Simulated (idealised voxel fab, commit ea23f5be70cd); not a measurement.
process module | voxel ribs on slabs
The cross-section on display is named cut; it measures 145 nm wide, and its cells are 5 nm squares.
How to read a cross-section here: the picture is a grid of square cells, written as bands going from the top down, and any band can span one or more rows of cells.
Heads up on the band format: heights come first, top then bottom, in nm. After that it's the materials left to right, each with its width in nm. A single material flagged "full width" fills the whole band edge to edge, and "air" means there's empty space there.
Beneath 0, the wafer as received is one material, and that level is where height counting begins. The lowest band goes on downward without a bottom; it is written like "top 0, no bottom".
The notation "30->40" denotes a width that varies across the rows of cells in the band, beginning at the first number in the top row, finishing at the second number in the bottom row, and changing by an identical amount from each row to the next.
Take "remains unaltered" at face value: in the step it is given for, the cross-section changed in none of its cells.
"Trapped cavities" - sealed voids, min. 8 cells, no opening to top; format: width x height at distance (distance from left edge; nm throughout).
Whatever follows a step's settings on its line is a remark the simulator itself makes about that step.
The "overlay nm" setting may appear on a step's line; for a step that uses a mask, it gives how far to the right of its planned position the mask lay, and a negative value indicates the left.
PROCESS STEPS FORESEEN IN THE PLAN
1: RECEIVE with material Si
2: DIRECTIONAL_DEP with material SiO2, thk nm 25
3: DIRECTIONAL_DEP with material polySi, thk nm 20
4: DIRECTIONAL_DEP with material aC, thk nm 10
5: PATTERN with tone cover, mask id RIB, material resist, width nm 20, thk nm 25, overlay nm 0
6: DIRECTIONAL_ETCH with etch materials aC, depth nm 10
7: STRIP with etch materials resist
8: DIRECTIONAL_ETCH with etch materials polySi, depth nm 15
9: STRIP with etch materials aC
10: DIRECTIONAL_DEP with material aC, thk nm 15
11: PATTERN with tone cover, mask id SLAB, material resist, width nm 60, thk nm 30, overlay nm 0
12: DIRECTIONAL_ETCH with etch materials aC, depth nm 15
13: STRIP with etch materials resist
14: DIRECTIONAL_ETCH with etch materials polySi, depth nm 5
15: STRIP with etch materials aC
16: FILL_DEP with material SiO2, thk nm 20
17: CMP with height nm 55
18: DIRECTIONAL_DEP with material TiN, thk nm 10
19: PATTERN with tone cover, mask id HEATER, material resist, width nm 30, thk nm 20, overlay nm 0
20: DIRECTIONAL_ETCH with etch materials TiN, depth nm 10
21: STRIP with etch materials resist
22: CONFORMAL_DEP with material SiO2, thk nm 10
AS-RECEIVED WAFER CROSS-SECTION (AFTER STEP 1)
    top 0, no bottom = Si full width
    Trapped cavities: none
THE MODULE WAS RUN FROM THE START SHOWN ABOVE USING THE PLAN SHOWN ABOVE, BUT ONE MISTAKE WAS MADE DOING IT; THE RESULTING WAFER CROSS-SECTION IS BELOW
    top 75, bottom 70 = 45 air / 50 SiO2 / 50 air
    top 70, bottom 65 = SiO2 full width
    top 65, bottom 60 = 55 SiO2 / 30 TiN / 60 SiO2
    top 60, bottom 55 = TiN full width
    top 55, bottom 45 = SiO2 full width
    top 45, bottom 30 = 60 SiO2 / 20 polySi / 65 SiO2
    top 30, bottom 25 = 40 SiO2 / 60 polySi / 45 SiO2
    top 25, bottom 0 = SiO2 full width
    top 0, no bottom = Si full width
    Trapped cavities: none
It is concluded that the wafer was processed incorrectly with respect to the plan, in that it should be noted that step 20 was executed with settings other than those planned, the operation and settings actually applied being DIRECTIONAL_ETCH with etch materials TiN, depth nm 5
